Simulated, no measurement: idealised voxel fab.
Proc. module: voxel tone inversion
Xsec cut, 240 nm wide, square cell size 5 nm.
A cross-section is written here as square cells arranged in a grid, and it is given in bands from the top down, each band taking up one or more rows of cells.
This entry defines a band. It first specifies the height of the band's top and the height of its bottom in nm, and then specifies the band's materials from left to right, stating each material with its width in nm. The word "all across" identifies a single material that fills the band from edge to edge, while the word "air" identifies empty space.
Height 0 is the level under which the wafer as received is all one material. The lowest band goes on downwards, as in "top 0, no bottom".
The two numbers in a width such as "30..40" mark its ends across the band: the first belongs to the top row of cells, the second to the bottom row, and from each row to the next the width moves by the same amount.
"no change occurred" after a step means that no cell of the cross-section changed.
The entry titled "Sealed internal voids" provides the empty spaces that have no open way to the top, restricted to those of 8 cells or more. Each is presented as width x height at distance, the distance being measured from the left edge, with all three in nm.
On each step's line, the part that comes after the settings is the simulator's own comment on the step.
overlay nm: mask offset rightward from planned place, masked step; negative means leftward offset.
Steps planned for the process
1) RECEIVE,material Si
2) CONFORMAL_DEP,material SiCN,thk nm 5
3) DIRECTIONAL_DEP,material polySi,thk nm 20
4) PATTERN,tone cover,mask id POSTS,material resist,width nm 15,pitch nm 55,thk nm 30,overlay nm 0
5) DIRECTIONAL_ETCH,etch materials polySi,depth nm 20
6) STRIP,etch materials resist
7) FILL_DEP,material lowk,thk nm 10
8) CMP,height nm 25
9) STRIP,etch materials polySi
All wafers enter the flow in the same state. The width nm at step 4 differs from wafer to wafer, and the plan gives the value for the first wafer.
First of several wafers (as received, post step 1), cross-sectional view
* top 0, no bottom  Si all across
* Sealed internal voids: none
First wafer of several, cross-section, module end, after step 9 (last)
* top 25, bottom 5  55 nm lowk / 15 nm air / 40 nm lowk / 15 nm air / 40 nm lowk / 15 nm air / 60 nm lowk
* top 5, bottom 0  SiCN all across
* top 0, no bottom  Si all across
* Sealed internal voids: none
Showing the last wafer in cross-section at the end of the module
* top 25, bottom 5  45 nm lowk / 40 nm air / 15 nm lowk / 40 nm air / 15 nm lowk / 40 nm air / 45 nm lowk
* top 5, bottom 0  SiCN all across
* top 0, no bottom  Si all across
* Sealed internal voids: none
So in this table every wafer gets its own row, and what you see is where it stands at the end of the module: for each material, how many cells it picked up (+) or gave up (-) since we received it, and after that its closed voids
width nm 15; +48 SiCN; +156 lowk; Sealed internal voids: none
width nm 20; +48 SiCN; +144 lowk; Sealed internal voids: none
width nm 25; +48 SiCN; +132 lowk; Sealed internal voids: none
width nm 30; +48 SiCN; +120 lowk; Sealed internal voids: none
width nm 35; +48 SiCN; +108 lowk; Sealed internal voids: none
width nm 40; +48 SiCN; +96 lowk; Sealed internal voids: none
